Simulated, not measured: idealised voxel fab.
process module | voxel wiring stack
cross-section cut | 215 nm wide | cells 5 nm
A cross-section is a grid of square cells, given in bands from the top down. A band is one or more rows of cells.
Each band's line starts with the height of the band's top and of its bottom, in nm. Then come its materials from left to right, each with its width in nm. One material with "throughout" fills the band from edge to edge. "air" is empty space.
Height 0 is the level under which the wafer as received is all one material. The lowest band goes on downwards, as in "0 down".
A width such as "30 to 40" changes by the same amount from each row of cells to the next, from the band's top row to its bottom row.
"no change" after a step means that no cell of the cross-section changed.
closed voids: empty space of 8 cells or more with no open way to the top, each as width x height at its distance from the left edge, in nm
after a step's settings: what the simulator itself notes on the step
overlay nm, on a step with a mask: how far to the right of its planned place the mask lay; to the left if negative
plan
1 op RECEIVE | material Si
2 op CONFORMAL_DEP | material SiO2 | thk nm 15
3 op DIRECTIONAL_DEP | material TiN | thk nm 5
4 op DIRECTIONAL_DEP | material Ru | thk nm 20
5 op MASKED_ETCH | tone cover | mask id METAL_1 | width nm 25 | pitch nm 55 | etch materials Ru | depth nm 20 | overlay nm 0
6 op MASKED_ETCH | tone cover | mask id METAL_1 | width nm 25 | pitch nm 55 | etch materials TiN | depth nm 5 | overlay nm 0
7 op CONFORMAL_DEP | material SiN | thk nm 5
8 op FILL_DEP | material lowk | thk nm 5
9 op CMP | height nm 40
10 op CONFORMAL_DEP | material SiCN | thk nm 5
11 op DIRECTIONAL_DEP | material SiO2 | thk nm 30
12 op PATTERN | tone open | mask id METAL_2 | material resist | width nm 25 | pitch nm 55 | thk nm 15 | overlay nm 0
13 op DIRECTIONAL_ETCH | etch materials SiO2 | depth nm 20
14 op STRIP | etch materials resist
15 op DIRECTIONAL_DEP | material aC | thk nm 15
16 op PATTERN | tone open | mask id METAL_2_HOLES | material resist | width nm 15 | pitch nm 55 | thk nm 30 | overlay nm 0
17 op DIRECTIONAL_ETCH | etch materials aC | depth nm 15
18 op STRIP | etch materials resist
19 op DIRECTIONAL_ETCH | etch materials SiO2 | depth nm 10
20 op DIRECTIONAL_ETCH | etch materials SiCN | depth nm 5
21 op STRIP | etch materials aC
22 op CONFORMAL_DEP | material TiN | thk nm 5
23 op FILL_DEP | material Cu | thk nm 10
24 op CMP | height nm 75
25 op CONFORMAL_DEP | material SiCN | thk nm 5
as received, after step 1
  0 down: Si throughout
  closed voids: none
a wafer at the end: this start, this plan, one mistake
  80 to 75: SiCN throughout
  75 to 60: SiO2 40 | TiN 5 | Cu 15 | TiN 5 | SiO2 30 | TiN 5 | Cu 15 | TiN 5 | SiO2 30 | TiN 5 | Cu 15 | TiN 5 | SiO2 40
  60 to 55: SiO2 40 | TiN 5 | Cu 5 | TiN 15 | SiO2 30 | TiN 5 | Cu 5 | TiN 15 | SiO2 30 | TiN 5 | Cu 5 | TiN 15 | SiO2 40
  55 to 45: SiO2 40 | TiN 5 | Cu 5 | TiN 5 | SiO2 40 | TiN 5 | Cu 5 | TiN 5 | SiO2 40 | TiN 5 | Cu 5 | TiN 5 | SiO2 50
  45 to 40: SiCN 40 | TiN 15 | SiCN 40 | TiN 15 | SiCN 40 | TiN 15 | SiCN 50
  40 to 20: lowk 35 | SiN 5 | Ru 25 | SiN 5 | lowk 20 | SiN 5 | Ru 25 | SiN 5 | lowk 20 | SiN 5 | Ru 25 | SiN 5 | lowk 35
  20 to 15: SiN 40 | TiN 25 | SiN 30 | TiN 25 | SiN 30 | TiN 25 | SiN 40
  15 to 0: aC throughout
  0 down: Si throughout
  closed voids: none
what went wrong: step 2 ran as: op CONFORMAL_DEP | material aC | thk nm 15
